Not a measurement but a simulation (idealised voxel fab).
Process module name: voxel gate over fins
Section shown: cut. Width: 145 nm. Cell size: 5 nm, square.
Bands, listed from the top down, are how a cross-section gets written in this document; the cross-section itself is a grid of square cells, and a band is one or more rows of them.
Look at the band entry: it leads with the top's height and the bottom's height in nm. Then it lists the materials left to right, with a width in nm for each. The word "all across" on a single material says that material fills the band edge to edge. The word "empty" is empty space.
Height 0 is the level under which the wafer as received is all one material. The lowest band goes on downwards, as in "0 nm and below".
So if you see something like "30..40" for the width, read it as the top row of the band sitting at the first number and the bottom row at the second, with every row in between moving by the same amount as the last.
Where a step carries "no change occurred", the cross-section came out of it unchanged, cell for cell.
So "Entrapped voids" is basically the list of trapped voids: any empty space of 8 cells or more that can't reach the top through an opening. They're written width x height at distance, the distance being from the left edge, and it's all nm.
Where a step's line continues beyond its settings, the continuation is a remark by the simulator itself on that step.
The optional step-line setting "overlay nm" applies to steps with a mask and quantifies how far to the right of its planned location the mask lay, a negative value indicating leftward placement.
## Below is the list of planned process steps
1. RECEIVE (material Si)
2. CONFORMAL_DEP (material SiN; thk nm 5)
3. MASKED_ETCH (tone cover; mask id FINS; width nm 15; pitch nm 35; etch materials SiN; depth nm 5; overlay nm 0)
4. MASKED_ETCH (tone cover; mask id FINS; width nm 15; pitch nm 35; etch materials Si; depth nm 30; overlay nm 0)
5. FILL_DEP (material SiO2; thk nm 10)
6. CMP (height nm 5)
7. SELECTIVE_ETCH (etch materials SiO2; depth nm 20)
8. STRIP (etch materials SiN)
9. CONFORMAL_DEP (material HfO2; thk nm 5)
10. CONFORMAL_DEP (material TiN; thk nm 5)
11. CONFORMAL_DEP (material TiAl; thk nm 5)
12. CONFORMAL_DEP (material TiN; thk nm 5)
13. FILL_DEP (material W; thk nm 10)
14. CMP (height nm 25)
15. CONFORMAL_DEP (material SiN; thk nm 5)
## Cross-section, incoming material, after step 1
0 nm and below = Si all across
Entrapped voids: none
## Starting structure and process plan are as shown above, but one mistake was made in running the module; the wafer cross-section at the end of the module follows
20 nm to 15 nm = SiN all across
15 nm to 10 nm = W: 25; TiN: 5; TiAl: 80; TiN: 5; W: 30
10 nm to 5 nm = W: 25; TiN: 5; TiAl: 5; TiN: 70; TiAl: 5; TiN: 5; W: 30
5 nm to 0 nm = TiN: 30; TiAl: 5; TiN: 5; HfO2: 25; TiN: 10; HfO2: 25; TiN: 5; TiAl: 5; TiN: 35
0 nm to -5 nm = TiAl: 35; TiN: 5; HfO2: 5; Si: 15; HfO2: 5; TiN: 10; HfO2: 5; Si: 15; HfO2: 5; TiN: 5; TiAl: 40
-5 nm to -10 nm = TiN: 40; HfO2: 5; Si: 15; HfO2: 5; TiN: 10; HfO2: 5; Si: 15; HfO2: 5; TiN: 45
-10 nm to -15 nm = HfO2: 45; Si: 15; HfO2: 20; Si: 15; HfO2: 50
-15 nm to -30 nm = SiO2: 45; Si: 15; SiO2: 20; Si: 15; SiO2: 50
-30 nm and below = Si all across
Entrapped voids: none
The plan and the run diverged here: so step 14 ended up running with a different setting than we planned, it ran as CMP (height nm 15)
